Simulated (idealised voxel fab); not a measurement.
process module | voxel tone inversion
cross-section cut | 215 nm wide | cells 5 nm
A cross-section is a grid of square cells, given in bands from the top down. A band is one or more rows of cells.
Each band's line starts with the height of the band's top and of its bottom, in nm. Then come its materials from left to right, each with its width in nm. One material with "throughout" fills the band from edge to edge. "air" is empty space.
Height 0 is the level under which the wafer as received is all one material. The lowest band goes on downwards, as in "0 down".
A width such as "30 to 40" changes by the same amount from each row of cells to the next, from the band's top row to its bottom row.
"no change" after a step means that no cell of the cross-section changed.
closed voids: empty space of 8 cells or more with no open way to the top, each as width x height at its distance from the left edge, in nm
after a step's settings: what the simulator itself notes on the step
overlay nm, on a step with a mask: how far to the right of its planned place the mask lay; to the left if negative
plan
1 op RECEIVE | material Si
2 op CONFORMAL_DEP | material SiN | thk nm 5
3 op DIRECTIONAL_DEP | material aC | thk nm 15
4 op PATTERN | tone cover | mask id POSTS | material resist | width nm 20 | pitch nm 50 | thk nm 20 | overlay nm 0
5 op DIRECTIONAL_ETCH | etch materials aC | depth nm 15
6 op STRIP | etch materials resist
7 op FILL_DEP | material lowk | thk nm 5
8 op CMP | height nm 20
9 op STRIP | etch materials aC
as received, after step 1
  0 down: Si throughout
  closed voids: none
first wafer at the end, as planned
  20 to 5: lowk 20 | air 20 | lowk 30 | air 20 | lowk 30 | air 20 | lowk 30 | air 20 | lowk 25
  5 to 0: SiN throughout
  0 down: Si throughout
  closed voids: none
second wafer at the end: like start, like plan, one mistake
  20 to 15: lowk 20 | air 20 | lowk 30 | air 20 | lowk 30 | air 20 | lowk 30 | air 20 | lowk 25
  15 to 0: SiN throughout
  0 down: Si throughout
  closed voids: none
what went wrong: step 2 ran as: op CONFORMAL_DEP | material SiN | thk nm 15
at the end the second wafer has, in cells: 86 more of SiN | 54 fewer of lowk
